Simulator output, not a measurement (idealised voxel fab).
process module | voxel transistor to metal
cross-section cut | 175 nm wide | cells 5 nm
A cross-section is a grid of square cells, given in bands from the top down. A band is one or more rows of cells.
Each band's line starts with the height of the band's top and of its bottom, in nm. Then come its materials from left to right, each with its width in nm. One material with "throughout" fills the band from edge to edge. "air" is empty space.
Height 0 is the level under which the wafer as received is all one material. The lowest band goes on downwards, as in "0 down".
A width such as "30 to 40" changes by the same amount from each row of cells to the next, from the band's top row to its bottom row.
"no change" after a step means that no cell of the cross-section changed.
closed voids: empty space of 8 cells or more with no open way to the top, each as width x height at its distance from the left edge, in nm
after a step's settings: what the simulator itself notes on the step
overlay nm, on a step with a mask: how far to the right of its planned place the mask lay; to the left if negative
plan
1 op RECEIVE | material Si
2 op OXIDIZE | depth nm 5
3 op CONFORMAL_DEP | material SiN | thk nm 15
4 op MASKED_ETCH | tone cover | mask id ACTIVE | width nm 105 | etch materials SiN | depth nm 15 | overlay nm 0
5 op MASKED_ETCH | tone cover | mask id ACTIVE | width nm 105 | etch materials SiO2 | depth nm 5 | overlay nm 0
6 op MASKED_ETCH | tone cover | mask id ACTIVE | width nm 105 | etch materials Si | depth nm 25 | overlay nm 0
7 op OXIDIZE | depth nm 5
8 op FILL_DEP | material SiO2 | thk nm 5
9 op CMP | height nm 15
10 op SELECTIVE_ETCH | etch materials SiO2 | depth nm 15
11 op STRIP | etch materials SiN
12 op SELECTIVE_ETCH | etch materials SiO2 | depth nm 5
13 op OXIDIZE | depth nm 5
14 op DIRECTIONAL_DEP | material polySi | thk nm 20
15 op DIRECTIONAL_DEP | material SiCN | thk nm 10
16 op DIRECTIONAL_DEP | material aC | thk nm 15
17 op PATTERN | tone cover | mask id GATE | material resist | width nm 35 | thk nm 35 | overlay nm 0
18 op DIRECTIONAL_ETCH | etch materials aC | depth nm 15
19 op STRIP | etch materials resist
20 op DIRECTIONAL_ETCH | etch materials SiCN | depth nm 20
21 op DIRECTIONAL_ETCH | etch materials polySi | depth nm 30
22 op STRIP | etch materials aC
23 op CONFORMAL_DEP | material SiN | thk nm 5
24 op DIRECTIONAL_ETCH | etch materials SiN | depth nm 5
25 op DIRECTIONAL_ETCH | etch materials SiO2 | depth nm 5
26 op DIRECTIONAL_ETCH | etch materials Si | depth nm 10
27 op EPI | material SiGe | thk nm 15
28 op FILL_DEP | material SiO2 | thk nm 5
29 op CMP | height nm 15
30 op STRIP | etch materials polySi
31 op SELECTIVE_ETCH | etch materials SiO2 | depth nm 5
32 op CONFORMAL_DEP | material HfO2 | thk nm 5
33 op CONFORMAL_DEP | material TiN | thk nm 5
34 op FILL_DEP | material W | thk nm 5
35 op CMP | height nm 10
36 op DIRECTIONAL_DEP | material SiO2 | thk nm 15
37 op MASKED_ETCH | tone open | mask id CONTACT | width nm 15 | pitch nm 80 | etch materials SiO2 | depth nm 30 | overlay nm 0
38 op CONFORMAL_DEP | material TiN | thk nm 5
39 op FILL_DEP | material W | thk nm 5
40 op CMP | height nm 25
41 op DIRECTIONAL_DEP | material TiN | thk nm 5
42 op DIRECTIONAL_DEP | material W | thk nm 15
43 op MASKED_ETCH | tone cover | mask id METAL_1 | width nm 15 | pitch nm 80 | etch materials W | depth nm 15 | overlay nm 0
44 op MASKED_ETCH | tone cover | mask id METAL_1 | width nm 15 | pitch nm 80 | etch materials TiN | depth nm 5 | overlay nm 0
45 op CONFORMAL_DEP | material SiCN | thk nm 5
46 op FILL_DEP | material lowk | thk nm 5
47 op CMP | height nm 45
48 op CONFORMAL_DEP | material SiCN | thk nm 5
49 op DIRECTIONAL_DEP | material SiO2 | thk nm 30
50 op PATTERN | tone open | mask id METAL_2 | material resist | width nm 15 | pitch nm 80 | thk nm 15 | overlay nm 0
51 op DIRECTIONAL_ETCH | etch materials SiO2 | depth nm 15
52 op STRIP | etch materials resist
53 op DIRECTIONAL_DEP | material aC | thk nm 10
54 op PATTERN | tone open | mask id METAL_2_HOLES | material resist | width nm 15 | pitch nm 80 | thk nm 30 | overlay nm 0
55 op DIRECTIONAL_ETCH | etch materials aC | depth nm 10
56 op STRIP | etch materials resist
57 op DIRECTIONAL_ETCH | etch materials SiO2 | depth nm 15
58 op DIRECTIONAL_ETCH | etch materials SiCN | depth nm 5
59 op STRIP | etch materials aC
60 op CONFORMAL_DEP | material TiN | thk nm 5
61 op FILL_DEP | material Cu | thk nm 10
62 op CMP | height nm 80
63 op CONFORMAL_DEP | material SiCN | thk nm 5
as received, after step 1
  0 down: Si throughout
  closed voids: none
a wafer at the end: this start, this plan, one mistake
  85 to 80: SiCN throughout
  80 to 50: SiO2 throughout
  50 to 45: SiCN throughout
  45 to 30: lowk 35 | SiCN 5 | W 15 | SiCN 5 | lowk 55 | SiCN 5 | W 15 | SiCN 5 | lowk 35
  30 to 25: SiCN 40 | TiN 15 | SiCN 65 | TiN 15 | SiCN 40
  25 to 10: SiO2 40 | TiN 5 | W 5 | TiN 5 | SiO2 65 | TiN 5 | W 5 | TiN 5 | SiO2 40
  10 to 5: SiO2 40 | TiN 15 | SiO2 10 | SiN 5 | HfO2 5 | TiN 5 | W 15 | TiN 5 | HfO2 5 | SiN 5 | SiO2 10 | TiN 15 | SiO2 40
  5 to 0: SiO2 40 | TiN 10 | SiGe 15 | SiN 5 | HfO2 5 | TiN 5 | W 15 | TiN 5 | HfO2 5 | SiN 5 | SiGe 15 | TiN 10 | SiO2 40
  0 to -5: SiO2 40 | TiN 10 | SiGe 15 | SiN 5 | HfO2 5 | TiN 25 | HfO2 5 | SiN 5 | SiGe 15 | TiN 10 | SiO2 40
  -5 to -10: SiO2 35 | SiGe 30 | HfO2 45 | SiGe 30 | SiO2 35
  -10 to -20: SiO2 40 | SiGe 25 | Si 45 | SiGe 25 | SiO2 40
  -20 to -35: SiO2 40 | Si 95 | SiO2 40
  -35 down: Si throughout
  closed voids: none
what went wrong: step 49 was run twice
